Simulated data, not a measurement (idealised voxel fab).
The name of this process module is voxel local oxidation.
It is cross-section cut that appears here, measuring 240 nm in width, its square cells being 5 nm in size.
Notation: cross-section as square-cell grid; stated in bands, top first, going down; one or more cell rows per band.
Read a band's entry like this: the first values are the height of its top and the height of its bottom in nm, and what follows is the sequence of materials from left to right, each with its width in nm. Note that "empty" is empty space, and that a single material marked "edge to edge" reaches across the band from edge to edge.
Heads up on the height convention: 0 is the point under which the incoming wafer is all one material, and the lowest band has no bottom, it just keeps going down, like "z 0 and below".
So if you see something like "30->40" for the width, read it as the top row of the band sitting at the first number and the bottom row at the second, with every row in between moving by the same amount as the last.
The cross-section has no changed cell in any step marked "nothing changed".
Basically, "Entrapped voids" tells you about the enclosed voids: empty spaces with no open way to the top, 8 cells or bigger, each written width x height at distance, where distance is from the left edge, all in nm.
On a step's line, text after the settings is the simulator commenting on that step.
"overlay nm" denotes, for a step that has a mask, the displacement of the mask to the right of its planned place, with negative values corresponding to the left.
SET OUT BELOW ARE THE PLANNED STEPS OF THE PROCESS
1: RECEIVE, material Si
2: CONFORMAL_DEP, material SiO2, thk nm 5
3: CONFORMAL_DEP, material SiN, thk nm 10
4: PATTERN, tone cover, mask id ACTIVE, material resist, width nm 95, thk nm 15, overlay nm 0
5: DIRECTIONAL_ETCH, etch materials SiN, depth nm 10
6: STRIP, etch materials resist
7: SELECTIVE_ETCH, etch materials SiO2, depth nm 5
8: OXIDIZE, depth nm 10
9: STRIP, etch materials SiN
CROSS-SECTION OF THE WAFER UPON ARRIVAL, REPRESENTING THE STATE REACHED AFTER STEP 1
> z 0 and below | Si edge to edge
> Entrapped voids: none
POST-MODULE CROSS-SECTION: IDENTICAL START AND PLAN TO THOSE ABOVE, ONE MISSTEP IN EXECUTION
> z 0 to -10 | SiO2: 80  Si: 75  SiO2: 85
> z -10 and below | Si edge to edge
> Entrapped voids: none
What was the processing mistake? it should be noted that step 2 of the plan was omitted and was not performed
